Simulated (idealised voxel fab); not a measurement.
Presented below is a process module, voxel capacitor over wiring.
Square cells of 5 nm make up the cross-section cut, whose width is 180 nm.
Cross-section layout: square cells on a grid; listed as bands, top to bottom; a band spans one or more cell rows. Each band's line starts with the height of the band's top and of its bottom, in nm. Then come its materials from left to right, each with its width in nm. One material with "full width" fills the band from edge to edge. "blank" is empty space. Beneath 0, the wafer as received is one material, and that level is where height counting begins. The lowest band goes on downward without a bottom; it is written like "0 and below". A width such as "30..40" changes by the same amount from each row of cells to the next, from the band's top row to its bottom row. What does "left unchanged" mean for a step? It means no cell of the cross-section changed in that step. The list in "Voids lacking openings" covers empty spaces of 8 cells or more that cannot reach the top through any open way, and it gives each as width x height at distance; the distance is from the left edge, and width, height and distance are in nm. On a step's line, text after the settings is the simulator commenting on that step. Among the settings permitted on a step's line is "overlay nm"; applied to a step with a mask, it specifies the extent to which the mask lay to the right of its planned position, whereas a negative figure signifies a position to the left.
The following list gives the planned process steps
1. RECEIVE [material Si]
2. CONFORMAL_DEP [material SiO2] [thk nm 15]
3. DIRECTIONAL_DEP [material TiN] [thk nm 5]
4. DIRECTIONAL_DEP [material W] [thk nm 20]
5. MASKED_ETCH [tone cover] [mask id METAL_1] [width nm 20] [pitch nm 75] [etch materials W] [depth nm 20] [overlay nm 0]
6. MASKED_ETCH [tone cover] [mask id METAL_1] [width nm 20] [pitch nm 75] [etch materials TiN] [depth nm 5] [overlay nm 0]
7. CONFORMAL_DEP [material SiCN] [thk nm 5]
8. FILL_DEP [material SiO2] [thk nm 10]
9. CMP [height nm 40]
10. CONFORMAL_DEP [material SiCN] [thk nm 5]
11. DIRECTIONAL_DEP [material lowk] [thk nm 20]
12. DIRECTIONAL_DEP [material aC] [thk nm 10]
13. PATTERN [tone open] [mask id PLUG_1] [material resist] [width nm 15] [thk nm 25] [overlay nm 0]
14. DIRECTIONAL_ETCH [etch materials aC] [depth nm 10]
15. STRIP [etch materials resist]
16. DIRECTIONAL_ETCH [etch materials lowk] [depth nm 20]
17. DIRECTIONAL_ETCH [etch materials SiCN] [depth nm 5]
18. STRIP [etch materials aC]
19. CONFORMAL_DEP [material TiN] [thk nm 5]
20. FILL_DEP [material Ru] [thk nm 5]
21. CMP [height nm 65]
22. DIRECTIONAL_DEP [material TiN] [thk nm 5]
23. DIRECTIONAL_DEP [material HfO2] [thk nm 5]
24. DIRECTIONAL_DEP [material TiN] [thk nm 5]
25. MASKED_ETCH [tone cover] [mask id UPPER_PLATE] [width nm 60] [etch materials TiN] [depth nm 5] [overlay nm 0]
26. MASKED_ETCH [tone cover] [mask id UPPER_PLATE] [width nm 60] [etch materials HfO2] [depth nm 5] [overlay nm 0]
27. MASKED_ETCH [tone cover] [mask id LOWER_PLATE] [width nm 70] [etch materials TiN] [depth nm 5] [overlay nm 0]
28. FILL_DEP [material SiO2] [thk nm 20]
29. CMP [height nm 95]
30. PATTERN [tone open] [mask id PLUG_2] [material resist] [width nm 15] [thk nm 20] [overlay nm 0]
31. DIRECTIONAL_ETCH [etch materials SiO2] [depth nm 15]
32. STRIP [etch materials resist]
33. CONFORMAL_DEP [material TiN] [thk nm 5]
34. FILL_DEP [material Ru] [thk nm 10]
35. CMP [height nm 95]
36. CONFORMAL_DEP [material SiN] [thk nm 5]
First wafer of two (run as planned)
Cross-section of the wafer as it came to us, i.e., already through step 1
  0 and below  Si full width
  Voids lacking openings: none
State of the wafer after step 2, shown in cross-section
  15 down to 0  SiO2 full width
  Everything below 0 is unchanged.
State of the wafer after step 3, shown in cross-section
  20 down to 15  TiN full width
  Everything below 15 is unchanged.
State of the wafer after step 4, shown in cross-section
  40 down to 20  W full width
  Everything below 20 is unchanged.
State of the wafer after step 5, shown in cross-section
  40 down to 20  blank=40 / W=20 / blank=55 / W=20 / blank=45
  Everything below 20 is unchanged.
State of the wafer after step 6, shown in cross-section
  40 down to 20  blank=40 / W=20 / blank=55 / W=20 / blank=45
  20 down to 15  blank=40 / TiN=20 / blank=55 / TiN=20 / blank=45
  Everything below 15 is unchanged.
State of the wafer after step 7, shown in cross-section
  45 down to 40  blank=35 / SiCN=30 / blank=45 / SiCN=30 / blank=40
  40 down to 20  blank=35 / SiCN=5 / W=20 / SiCN=5 / blank=45 / SiCN=5 / W=20 / SiCN=5 / blank=40
  20 down to 15  SiCN=40 / TiN=20 / SiCN=55 / TiN=20 / SiCN=45
  Everything below 15 is unchanged.
State of the wafer after step 8, shown in cross-section
  55 down to 45  SiO2 full width
  45 down to 40  SiO2=35 / SiCN=30 / SiO2=45 / SiCN=30 / SiO2=40
  40 down to 20  SiO2=35 / SiCN=5 / W=20 / SiCN=5 / SiO2=45 / SiCN=5 / W=20 / SiCN=5 / SiO2=40
  Everything below 20 is unchanged.
State of the wafer after step 9, shown in cross-section
  40 down to 20  SiO2=35 / SiCN=5 / W=20 / SiCN=5 / SiO2=45 / SiCN=5 / W=20 / SiCN=5 / SiO2=40
  Everything below 20 is unchanged.
State of the wafer after step 10, shown in cross-section
  45 down to 40  SiCN full width
  Everything below 40 is unchanged.
State of the wafer after step 11, shown in cross-section
  65 down to 45  lowk full width
  Everything below 45 is unchanged.
State of the wafer after step 12, shown in cross-section
  75 down to 65  aC full width
  Everything below 65 is unchanged.
State of the wafer after step 13, shown in cross-section
  100 down to 75  resist=45 / blank=15 / resist=120
  Everything below 75 is unchanged.
State of the wafer after step 14, shown in cross-section
  90 down to 75  resist=45 / blank=15 / resist=120
  75 down to 65  aC=45 / blank=15 / aC=120
  Everything below 65 is unchanged.
State of the wafer after step 15, shown in cross-section
  75 down to 65  aC=45 / blank=15 / aC=120
  Everything below 65 is unchanged.
State of the wafer after step 16, shown in cross-section
  75 down to 65  aC=45 / blank=15 / aC=120
  65 down to 45  lowk=45 / blank=15 / lowk=120
  Everything below 45 is unchanged.
State of the wafer after step 17, shown in cross-section
  75 down to 65  aC=45 / blank=15 / aC=120
  65 down to 45  lowk=45 / blank=15 / lowk=120
  45 down to 40  SiCN=45 / blank=15 / SiCN=120
  Everything below 40 is unchanged.
State of the wafer after step 18, shown in cross-section
  65 down to 45  lowk=45 / blank=15 / lowk=120
  Everything below 45 is unchanged.
State of the wafer after step 19, shown in cross-section
  70 down to 65  TiN=50 / blank=5 / TiN=125
  65 down to 45  lowk=45 / TiN=5 / blank=5 / TiN=5 / lowk=120
  45 down to 40  SiCN=45 / TiN=15 / SiCN=120
  Everything below 40 is unchanged.
State of the wafer after step 20, shown in cross-section
  75 down to 70  Ru full width
  70 down to 65  TiN=50 / Ru=5 / TiN=125
  65 down to 45  lowk=45 / TiN=5 / Ru=5 / TiN=5 / lowk=120
  Everything below 45 is unchanged.
State of the wafer after step 21, shown in cross-section
  65 down to 45  lowk=45 / TiN=5 / Ru=5 / TiN=5 / lowk=120
  Everything below 45 is unchanged.
State of the wafer after step 22, shown in cross-section
  70 down to 65  TiN full width
  Everything below 65 is unchanged.
State of the wafer after step 23, shown in cross-section
  75 down to 70  HfO2 full width
  Everything below 70 is unchanged.
State of the wafer after step 24, shown in cross-section
  80 down to 75  TiN full width
  Everything below 75 is unchanged.
State of the wafer after step 25, shown in cross-section
  80 down to 75  blank=45 / TiN=60 / blank=75
  Everything below 75 is unchanged.
State of the wafer after step 26, shown in cross-section
  80 down to 75  blank=45 / TiN=60 / blank=75
  75 down to 70  blank=45 / HfO2=60 / blank=75
  Everything below 70 is unchanged.
State of the wafer after step 27, shown in cross-section
  80 down to 75  blank=45 / TiN=60 / blank=75
  75 down to 70  blank=45 / HfO2=60 / blank=75
  70 down to 65  blank=40 / TiN=70 / blank=70
  Everything below 65 is unchanged.
State of the wafer after step 28, shown in cross-section
  100 down to 80  SiO2 full width
  80 down to 75  SiO2=45 / TiN=60 / SiO2=75
  75 down to 70  SiO2=45 / HfO2=60 / SiO2=75
  70 down to 65  SiO2=40 / TiN=70 / SiO2=70
  Everything below 65 is unchanged.
State of the wafer after step 29, shown in cross-section
  95 down to 80  SiO2 full width
  Everything below 80 is unchanged.
State of the wafer after step 30, shown in cross-section
  115 down to 95  resist=55 / blank=15 / resist=110
  Everything below 95 is unchanged.
State of the wafer after step 31, shown in cross-section
  115 down to 95  resist=55 / blank=15 / resist=110
  95 down to 80  SiO2=55 / blank=15 / SiO2=110
  Everything below 80 is unchanged.
State of the wafer after step 32, shown in cross-section
  95 down to 80  SiO2=55 / blank=15 / SiO2=110
  Everything below 80 is unchanged.
State of the wafer after step 33, shown in cross-section
  100 down to 95  TiN=60 / blank=5 / TiN=115
  95 down to 85  SiO2=55 / TiN=5 / blank=5 / TiN=5 / SiO2=110
  85 down to 75  SiO2=55..45 / TiN=15..60 / SiO2=110..75
  Everything below 75 is unchanged.
State of the wafer after step 34, shown in cross-section
  110 down to 100  Ru full width
  100 down to 95  TiN=60 / Ru=5 / TiN=115
  95 down to 85  SiO2=55 / TiN=5 / Ru=5 / TiN=5 / SiO2=110
  Everything below 85 is unchanged.
State of the wafer after step 35, shown in cross-section
  95 down to 85  SiO2=55 / TiN=5 / Ru=5 / TiN=5 / SiO2=110
  Everything below 85 is unchanged.
State of the wafer after step 36, shown in cross-section
  100 down to 95  SiN full width
  Everything below 95 is unchanged.
second wafer: like start, like plan, one mistake. Through step 9 it matches the first wafer
when step 10 should have ended
  60 down to 40  lowk full width
  Everything below 40 is unchanged.
when step 11 should have ended
  65 down to 60  SiCN full width
  Everything below 60 is unchanged.
when step 12 should have ended
  75 down to 65  aC full width
  Everything below 65 is unchanged.
when step 13 should have ended
  100 down to 75  resist=45 / blank=15 / resist=120
  Everything below 75 is unchanged.
when step 14 should have ended
  90 down to 75  resist=45 / blank=15 / resist=120
  75 down to 65  aC=45 / blank=15 / aC=120
  Everything below 65 is unchanged.
when step 15 should have ended
  75 down to 65  aC=45 / blank=15 / aC=120
  Everything below 65 is unchanged.
when step 16 should have ended: left unchanged
when step 17 should have ended
  75 down to 65  aC=45 / blank=15 / aC=120
  65 down to 60  SiCN=45 / blank=15 / SiCN=120
  Everything below 60 is unchanged.
when step 18 should have ended
  65 down to 60  SiCN=45 / blank=15 / SiCN=120
  Everything below 60 is unchanged.
when step 19 should have ended
  70 down to 65  TiN=50 / blank=5 / TiN=125
  65 down to 60  SiCN=45 / TiN=15 / SiCN=120
  Everything below 60 is unchanged.
when step 20 should have ended
  75 down to 70  Ru full width
  70 down to 65  TiN=50 / Ru=5 / TiN=125
  Everything below 65 is unchanged.
when step 21 should have ended
  65 down to 60  SiCN=45 / TiN=15 / SiCN=120
  Everything below 60 is unchanged.
when step 22 should have ended
  70 down to 65  TiN full width
  Everything below 65 is unchanged.
when step 23 should have ended
  75 down to 70  HfO2 full width
  Everything below 70 is unchanged.
when step 24 should have ended
  80 down to 75  TiN full width
  Everything below 75 is unchanged.
when step 25 should have ended
  80 down to 75  blank=45 / TiN=60 / blank=75
  Everything below 75 is unchanged.
when step 26 should have ended
  80 down to 75  blank=45 / TiN=60 / blank=75
  75 down to 70  blank=45 / HfO2=60 / blank=75
  Everything below 70 is unchanged.
when step 27 should have ended
  80 down to 75  blank=45 / TiN=60 / blank=75
  75 down to 70  blank=45 / HfO2=60 / blank=75
  70 down to 65  blank=40 / TiN=70 / blank=70
  Everything below 65 is unchanged.
when step 28 should have ended
  100 down to 80  SiO2 full width
  80 down to 75  SiO2=45 / TiN=60 / SiO2=75
  75 down to 70  SiO2=45 / HfO2=60 / SiO2=75
  70 down to 65  SiO2=40 / TiN=70 / SiO2=70
  Everything below 65 is unchanged.
when step 29 should have ended
  95 down to 80  SiO2 full width
  Everything below 80 is unchanged.
when step 30 should have ended
  115 down to 95  resist=55 / blank=15 / resist=110
  Everything below 95 is unchanged.
when step 31 should have ended
  115 down to 95  resist=55 / blank=15 / resist=110
  95 down to 80  SiO2=55 / blank=15 / SiO2=110
  Everything below 80 is unchanged.
when step 32 should have ended
  95 down to 80  SiO2=55 / blank=15 / SiO2=110
  Everything below 80 is unchanged.
when step 33 should have ended
  100 down to 95  TiN=60 / blank=5 / TiN=115
  95 down to 85  SiO2=55 / TiN=5 / blank=5 / TiN=5 / SiO2=110
  85 down to 75  SiO2=55..45 / TiN=15..60 / SiO2=110..75
  Everything below 75 is unchanged.
when step 34 should have ended
  110 down to 100  Ru full width
  100 down to 95  TiN=60 / Ru=5 / TiN=115
  95 down to 85  SiO2=55 / TiN=5 / Ru=5 / TiN=5 / SiO2=110
  Everything below 85 is unchanged.
when step 35 should have ended
  95 down to 85  SiO2=55 / TiN=5 / Ru=5 / TiN=5 / SiO2=110
  Everything below 85 is unchanged.
when step 36 should have ended
  100 down to 95  SiN full width
  Everything below 95 is unchanged.
Heads up, the wafer didn't run the way we planned it: plan vs actual: 10 and 11 interchanged
Final tally in cells, some materials are higher or lower on the second wafer than on the first: -4 Ru | -8 TiN | +12 lowk
